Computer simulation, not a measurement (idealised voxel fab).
Module name: voxel gate over fins (process module)
Square cell edge 5 nm, section width 165 nm, ID cut.
In this document a cross-section is written as a grid of square cells. It is given as a series of bands, listed from the top down, and a band is one or more rows of cells. Band: top and bottom heights (nm) first, top before bottom; then materials from left to right, widths in nm. "edge to edge" marks a sole material filling the band edge to edge. "empty" denotes empty space. Zero point of the height axis is 0; under it, received wafer = one material. Lowest band: continues down indefinitely, "0 and below". Width "30 to 40": first value at the band's top row of cells, second value at its bottom row, equal change from row to row. "remained unchanged", as given for a step, is the statement that not any cell of the cross-section underwent a change during that step. Closed-off voids of 8+ cells (no open route to the top) go in "Closed internal voids", written width x height at distance from the left edge, in nm. That trailing text on a step's line, after the settings, is the simulator's own remark on the step. overlay nm: step with mask; distance mask lay right of planned place; negative value = left of planned place.
BELOW IS THE LIST OF PLANNED PROCESS STEPS
1: RECEIVE [material Si]
2: CONFORMAL_DEP [material SiN] [thk nm 5]
3: MASKED_ETCH [tone cover] [mask id FINS] [width nm 15] [pitch nm 55] [etch materials SiN] [depth nm 5] [overlay nm 0]
4: MASKED_ETCH [tone cover] [mask id FINS] [width nm 15] [pitch nm 55] [etch materials Si] [depth nm 40] [overlay nm 0]
5: OXIDIZE [depth nm 5]
6: FILL_DEP [material SiO2] [thk nm 15]
7: CMP [height nm 5]
8: PATTERN [tone open] [mask id RAIL] [material resist] [width nm 15] [thk nm 15] [overlay nm 0]
9: DIRECTIONAL_ETCH [etch materials SiO2] [depth nm 40]
10: STRIP [etch materials resist]
11: CONFORMAL_DEP [material TiN] [thk nm 5]
12: FILL_DEP [material W] [thk nm 5]
13: CMP [height nm 5]
14: SELECTIVE_ETCH [etch materials W Ru TiN] [depth nm 15]
15: FILL_DEP [material SiO2] [thk nm 5]
16: CMP [height nm 5]
17: SELECTIVE_ETCH [etch materials SiO2] [depth nm 15]
18: STRIP [etch materials SiN]
19: CONFORMAL_DEP [material HfO2] [thk nm 5]
20: CONFORMAL_DEP [material TiN] [thk nm 5]
21: CONFORMAL_DEP [material TiAl] [thk nm 5]
22: CONFORMAL_DEP [material TiN] [thk nm 5]
23: FILL_DEP [material W] [thk nm 15]
24: CMP [height nm 30]
25: CONFORMAL_DEP [material SiN] [thk nm 5]
What sets these wafers apart? The depth nm at step 14. They all start alike, and the plan carries the first wafer's value.
AFTER STEP 1, AS RECEIVED: FIRST OF SEVERAL WAFERS, CROSS-SECTION
0 and below = Si edge to edge
Closed internal voids: none
AT THE END OF THE MODULE, AFTER ITS LAST STEP, STEP 25, THE FIRST OF SEVERAL WAFERS APPEARS IN CROSS-SECTION AS FOLLOWS
35 down to 30 = SiN edge to edge
30 down to 20 = W edge to edge
20 down to 15 = W 30, TiN 45, W 10, TiN 45, W 35
15 down to 10 = W 30, TiN 5, TiAl 35, TiN 5, W 10, TiN 5, TiAl 35, TiN 5, W 35
10 down to 5 = TiN 35, TiAl 5, TiN 25, TiAl 5, TiN 20, TiAl 5, TiN 25, TiAl 5, TiN 40
5 down to 0 = TiAl 40, TiN 5, HfO2 15, TiN 5, TiAl 30, TiN 5, HfO2 15, TiN 5, TiAl 45
0 down to -5 = TiN 45, HfO2 5, Si 5, HfO2 5, TiN 40, HfO2 5, Si 5, HfO2 5, TiN 50
-5 down to -10 = HfO2 50, Si 5, HfO2 50, Si 5, HfO2 55
-10 down to -30 = SiO2 50, Si 5, SiO2 15, TiN 5, W 5, TiN 5, SiO2 20, Si 5, SiO2 55
-30 down to -35 = SiO2 50, Si 5, SiO2 15, TiN 15, SiO2 20, Si 5, SiO2 55
-35 down to -45 = SiO2 50, Si 5, SiO2 50, Si 5, SiO2 55
-45 and below = Si edge to edge
Closed internal voids: none
CROSS-SECTION AT MODULE COMPLETION, LAST WAFER
35 down to 30 = SiN edge to edge
30 down to 20 = W edge to edge
20 down to 15 = W 30, TiN 45, W 10, TiN 45, W 35
15 down to 10 = W 30, TiN 5, TiAl 35, TiN 5, W 10, TiN 5, TiAl 35, TiN 5, W 35
10 down to 5 = TiN 35, TiAl 5, TiN 25, TiAl 5, TiN 20, TiAl 5, TiN 25, TiAl 5, TiN 40
5 down to 0 = TiAl 40, TiN 5, HfO2 15, TiN 5, TiAl 30, TiN 5, HfO2 15, TiN 5, TiAl 45
0 down to -5 = TiN 45, HfO2 5, Si 5, HfO2 5, TiN 40, HfO2 5, Si 5, HfO2 5, TiN 50
-5 down to -10 = HfO2 50, Si 5, HfO2 50, Si 5, HfO2 55
-10 down to -45 = SiO2 50, Si 5, SiO2 50, Si 5, SiO2 55
-45 and below = Si edge to edge
Closed internal voids: none
END OF MODULE, BY WAFER: MATERIAL-BY-MATERIAL CELL GAIN (+) OR LOSS (-) SINCE RECEIPT, THEN CLOSED VOIDS
depth nm 15; +41 HfO2; -279 Si; +33 SiN; +202 SiO2; +41 TiAl; +93 TiN; +100 W; Closed internal voids: none
depth nm 20; +41 HfO2; -279 Si; +33 SiN; +205 SiO2; +41 TiAl; +91 TiN; +99 W; Closed internal voids: none
depth nm 25; +41 HfO2; -279 Si; +33 SiN; +208 SiO2; +41 TiAl; +89 TiN; +98 W; Closed internal voids: none
depth nm 30; +41 HfO2; -279 Si; +33 SiN; +211 SiO2; +41 TiAl; +87 TiN; +97 W; Closed internal voids: none
depth nm 35; +41 HfO2; -279 Si; +33 SiN; +214 SiO2; +41 TiAl; +85 TiN; +96 W; Closed internal voids: none
depth nm 40; +41 HfO2; -279 Si; +33 SiN; +217 SiO2; +41 TiAl; +82 TiN; +96 W; Closed internal voids: none
